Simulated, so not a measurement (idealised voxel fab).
Title: Process Module voxel air gaps
cross-section cut | 220 nm wide | cells 5 nm
A cross-section is a grid of square cells, given in bands from the top down. A band is one or more rows of cells. Read a band's entry like this: the first values are the height of its top and the height of its bottom in nm, and what follows is the sequence of materials from left to right, each with its width in nm. Note that "blank" is empty space, and that a single material marked "everywhere" reaches across the band from edge to edge. Heights from 0 (as-received wafer is one material below). Bottom band endless downward, as "0 down". When a width is written as two numbers, as in "30->40", the first number is the width in the top row of cells of the band and the second is the width in its bottom row, and the width changes by the same amount from each row to the next. Step marked "no modifications"? Then no cell in the cross-section changed in it. The list in "Fully sealed cavities" covers empty spaces of 8 cells or more that cannot reach the top through any open way, and it gives each as width x height at distance; the distance is from the left edge, and width, height and distance are in nm. after a step's settings: what the simulator itself notes on the step. On any step carrying a mask, the "overlay nm" setting, if present on the step's line, tells how far right of its planned place the mask lay; negative values point to the left.
PLANNED PROCESS STEPS
- 1: RECEIVE: material Si
- 2: CONFORMAL_DEP: material SiO2, thk nm 10
- 3: CONFORMAL_DEP: material SiCN, thk nm 5
- 4: DIRECTIONAL_DEP: material SiO2, thk nm 30
- 5: PATTERN: tone open, mask id LINES, material resist, width nm 25, pitch nm 50, thk nm 15, overlay nm 0
- 6: DIRECTIONAL_ETCH: etch materials SiO2, depth nm 30
- 7: STRIP: etch materials resist
- 8: CONFORMAL_DEP: material TiN, thk nm 5
- 9: FILL_DEP: material Ru, thk nm 5
- 10: CMP: height nm 45
- 11: EPI: material Ru, thk nm 10
- 12: SELECTIVE_ETCH: etch materials SiO2, depth nm 40
- 13: CONFORMAL_DEP: material SiCN, thk nm 5
CROSS-SECTION OF THE WAFER AT RECEIPT, WHICH IS THE CONDITION AFTER STEP 1
0 down = Si everywhere
Fully sealed cavities: none
CROSS-SECTIONAL VIEW OF THE FIRST OF THE TWO WAFERS UPON COMPLETION OF THE MODULE, PROCESSED IN ACCORDANCE WITH THE PLAN
60 to 55 = 5 of blank, then 205 of SiCN, then 10 of blank
55 to 45 = 5 of blank, then 5 of SiCN, then 45 of Ru, then 5 of SiCN, then 45 of Ru, then 5 of SiCN, then 45 of Ru, then 5 of SiCN, then 45 of Ru, then 5 of SiCN, then 10 of blank
45 to 40 = 5 of blank, then 15 of SiCN, then 5 of TiN, then 15 of Ru, then 5 of TiN, then 25 of SiCN, then 5 of TiN, then 15 of Ru, then 5 of TiN, then 25 of SiCN, then 5 of TiN, then 15 of Ru, then 5 of TiN, then 25 of SiCN, then 5 of TiN, then 15 of Ru, then 5 of TiN, then 15 of SiCN, then 10 of blank
40 to 20 = 15 of blank, then 5 of SiCN, then 5 of TiN, then 15 of Ru, then 5 of TiN, then 5 of SiCN, then 15 of blank, then 5 of SiCN, then 5 of TiN, then 15 of Ru, then 5 of TiN, then 5 of SiCN, then 15 of blank, then 5 of SiCN, then 5 of TiN, then 15 of Ru, then 5 of TiN, then 5 of SiCN, then 15 of blank, then 5 of SiCN, then 5 of TiN, then 15 of Ru, then 5 of TiN, then 5 of SiCN, then 20 of blank
20 to 15 = 20 of SiCN, then 25 of TiN, then 25 of SiCN, then 25 of TiN, then 25 of SiCN, then 25 of TiN, then 25 of SiCN, then 25 of TiN, then 25 of SiCN
15 to 10 = SiCN everywhere
10 to 0 = SiO2 everywhere
0 down = Si everywhere
Fully sealed cavities: 15 x 20 at 50; 15 x 20 at 100; 15 x 20 at 150
SECOND OF TWO WAFERS, MODULE COMPLETE, SECTIONED: IT SHARES THE FIRST WAFER'S START AND PLAN BUT WAS RUN WITH ONE MISTAKE
55 to 50 = 5 of blank, then 205 of SiCN, then 10 of blank
50 to 40 = 5 of blank, then 5 of SiCN, then 45 of Ru, then 5 of SiCN, then 45 of Ru, then 5 of SiCN, then 45 of Ru, then 5 of SiCN, then 45 of Ru, then 5 of SiCN, then 10 of blank
40 to 35 = 5 of blank, then 15 of SiCN, then 5 of TiN, then 15 of Ru, then 5 of TiN, then 25 of SiCN, then 5 of TiN, then 15 of Ru, then 5 of TiN, then 25 of SiCN, then 5 of TiN, then 15 of Ru, then 5 of TiN, then 25 of SiCN, then 5 of TiN, then 15 of Ru, then 5 of TiN, then 15 of SiCN, then 10 of blank
35 to 20 = 15 of blank, then 5 of SiCN, then 5 of TiN, then 15 of Ru, then 5 of TiN, then 5 of SiCN, then 15 of blank, then 5 of SiCN, then 5 of TiN, then 15 of Ru, then 5 of TiN, then 5 of SiCN, then 15 of blank, then 5 of SiCN, then 5 of TiN, then 15 of Ru, then 5 of TiN, then 5 of SiCN, then 15 of blank, then 5 of SiCN, then 5 of TiN, then 15 of Ru, then 5 of TiN, then 5 of SiCN, then 20 of blank
20 to 15 = 20 of SiCN, then 25 of TiN, then 25 of SiCN, then 25 of TiN, then 25 of SiCN, then 25 of TiN, then 25 of SiCN, then 25 of TiN, then 25 of SiCN
15 to 10 = SiCN everywhere
10 to 0 = SiO2 everywhere
0 down = Si everywhere
Fully sealed cavities: 15 x 15 at 50; 15 x 15 at 100; 15 x 15 at 150
The plan and the run diverged here: so step 10 ended up running with a different setting than we planned, it ran as CMP: height nm 40
It is noted that, at the conclusion of processing, the second wafer exhibits a higher or lower cell count for certain materials relative to the first: Ru: 12 fewer, SiCN: 8 fewer, TiN: 8 fewer
